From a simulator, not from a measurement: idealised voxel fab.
Presented below is a process module, voxel self aligned contacts.
Shown is cross-section cut, with a width of 250 nm and square cells of size 5 nm.
Square cells in a grid make up a cross-section in this document, and the grid is given as bands, listed from the top down, each one or more rows of cells.
Read a band's entry like this: the first values are the height of its top and the height of its bottom in nm, and what follows is the sequence of materials from left to right, each with its width in nm. Note that "air" is empty space, and that a single material marked "all across" reaches across the band from edge to edge.
Ref level 0: as-received wafer is one material below here. Bottom band extends down with no lower bound ("0 nm and below").
You'd read "30 to 40" like this: the band's top row of cells is as wide as the first number, its bottom row is as wide as the second, and going down, every row changes width by the same amount as the row before did.
Where a step carries "left unchanged", the cross-section came out of it unchanged, cell for cell.
The entry titled "Trapped void list" provides the empty spaces that have no open way to the top, restricted to those of 8 cells or more. Each is presented as width x height at distance, the distance being measured from the left edge, with all three in nm.
On each step's line, the part that comes after the settings is the simulator's own comment on the step.
For masked steps, "overlay nm" on the step line gives how far right of plan the mask actually lay; a minus sign means it lay to the left.

## So here's the lineup of process steps we planned
1,op RECEIVE | material Si
2,op OXIDIZE | depth nm 5
3,op DIRECTIONAL_DEP | material polySi | thk nm 20
4,op DIRECTIONAL_DEP | material SiN | thk nm 20
5,op MASKED_ETCH | tone cover | mask id GATE | width nm 25 | pitch nm 60 | etch materials SiN | depth nm 20 | overlay nm 0
6,op MASKED_ETCH | tone cover | mask id GATE | width nm 25 | pitch nm 60 | etch materials polySi | depth nm 20 | overlay nm 0
7,op CONFORMAL_DEP | material SiN | thk nm 10
8,op DIRECTIONAL_ETCH | etch materials SiN | depth nm 10
9,op FILL_DEP | material SiO2 | thk nm 10
10,op CMP | height nm 45
11,op MASKED_ETCH | tone open | mask id CONTACT | width nm 45 | pitch nm 60 | etch materials SiO2 | depth nm 50 | overlay nm 0
12,op CONFORMAL_DEP | material TiN | thk nm 5
13,op FILL_DEP | material Ru | thk nm 10
14,op CMP | height nm 45
15,op CONFORMAL_DEP | material SiCN | thk nm 5

## Here's what the wafer looked like in cross-section when it arrived - that's after step 1
> 0 nm and below = Si all across
> Trapped void list: none

## Below is the wafer in cross-section after the module was completed. It began from the starting point shown above and followed the plan shown above, except that one mistake was made while running it
> 50 nm to 45 nm = SiCN all across
> 45 nm to 40 nm = SiO2 70; TiN 20; Ru 5; TiN 20; SiO2 15; TiN 20; Ru 5; TiN 20; SiO2 75
> 40 nm to 20 nm = SiO2 40; SiN 45; TiN 5; Ru 5; TiN 5; SiN 45; TiN 5; Ru 5; TiN 5; SiN 45; SiO2 45
> 20 nm to 5 nm = SiO2 40; SiN 10; polySi 25; SiN 10; TiN 5; Ru 5; TiN 5; SiN 10; polySi 25; SiN 10; TiN 5; Ru 5; TiN 5; SiN 10; polySi 25; SiN 10; SiO2 45
> 5 nm to 0 nm = SiO2 40; SiN 10; polySi 25; SiN 10; TiN 15; SiN 10; polySi 25; SiN 10; TiN 15; SiN 10; polySi 25; SiN 10; SiO2 45
> 0 nm and below = Si all across
> Trapped void list: none
The plan and the run diverged here: it should be noted that step 2 of the plan was omitted and was not performed
